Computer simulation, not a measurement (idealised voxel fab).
process module | voxel gate over fins
cross-section cut | 185 nm wide | cells 5 nm
A cross-section is a grid of square cells, given in bands from the top down. A band is one or more rows of cells.
Each band's line starts with the height of the band's top and of its bottom, in nm. Then come its materials from left to right, each with its width in nm. One material with "throughout" fills the band from edge to edge. "air" is empty space.
Height 0 is the level under which the wafer as received is all one material. The lowest band goes on downwards, as in "0 down".
A width such as "30 to 40" changes by the same amount from each row of cells to the next, from the band's top row to its bottom row.
"no change" after a step means that no cell of the cross-section changed.
closed voids: empty space of 8 cells or more with no open way to the top, each as width x height at its distance from the left edge, in nm
after a step's settings: what the simulator itself notes on the step
overlay nm, on a step with a mask: how far to the right of its planned place the mask lay; to the left if negative
plan
1 op RECEIVE | material Si
2 op CONFORMAL_DEP | material SiN | thk nm 10
3 op PATTERN | tone cover | mask id FINS | material resist | width nm 15 | pitch nm 45 | thk nm 20 | overlay nm 0
4 op DIRECTIONAL_ETCH | etch materials SiN | depth nm 10
5 op DIRECTIONAL_ETCH | etch materials Si | depth nm 35
6 op STRIP | etch materials resist
7 op FILL_DEP | material SiO2 | thk nm 5
8 op CMP | height nm 10
9 op SELECTIVE_ETCH | etch materials SiO2 | depth nm 20
10 op STRIP | etch materials SiN
11 op CONFORMAL_DEP | material HfO2 | thk nm 5
12 op CONFORMAL_DEP | material TiN | thk nm 5
13 op CONFORMAL_DEP | material TiAl | thk nm 5
14 op CONFORMAL_DEP | material TiN | thk nm 5
15 op FILL_DEP | material W | thk nm 15
16 op CMP | height nm 30
17 op CONFORMAL_DEP | material SiN | thk nm 5
as received, after step 1
  0 down: Si throughout
  closed voids: none
first wafer at the end, as planned
  35 to 30: SiN throughout
  30 to 20: W throughout
  20 to 15: W 40 | TiN 100 | W 45
  15 to 10: W 40 | TiN 5 | TiAl 90 | TiN 5 | W 45
  10 to 5: TiN 45 | TiAl 5 | TiN 35 | TiAl 10 | TiN 35 | TiAl 5 | TiN 50
  5 to 0: TiAl 50 | TiN 5 | HfO2 25 | TiN 5 | TiAl 10 | TiN 5 | HfO2 25 | TiN 5 | TiAl 55
  0 to -5: TiN 55 | HfO2 5 | Si 15 | HfO2 5 | TiN 20 | HfO2 5 | Si 15 | HfO2 5 | TiN 60
  -5 to -10: HfO2 60 | Si 15 | HfO2 30 | Si 15 | HfO2 65
  -10 to -35: SiO2 60 | Si 15 | SiO2 30 | Si 15 | SiO2 65
  -35 down: Si throughout
  closed voids: none
second wafer at the end: like start, like plan, one mistake
  35 to 30: SiN throughout
  30 to 20: W throughout
  20 to 15: TiN throughout
  15 to 10: TiAl throughout
  10 to 5: TiN throughout
  5 to 0: HfO2 65 | TiN 5 | HfO2 40 | TiN 5 | HfO2 70
  0 to -5: Si 60 | HfO2 5 | TiN 5 | HfO2 5 | Si 30 | HfO2 5 | TiN 5 | HfO2 5 | Si 65
  -5 to -10: Si 60 | HfO2 15 | Si 30 | HfO2 15 | Si 65
  -10 to -35: Si 60 | SiO2 15 | Si 30 | SiO2 15 | Si 65
  -35 down: Si throughout
  closed voids: none
what went wrong: step 3 ran as: op PATTERN | tone open | mask id FINS | material resist | width nm 15 | pitch nm 45 | thk nm 20 | overlay nm 0
at the end the second wafer has, in cells: 175 more of Si | 125 fewer of SiO2 | 8 fewer of TiAl | 8 fewer of TiN | 34 fewer of W
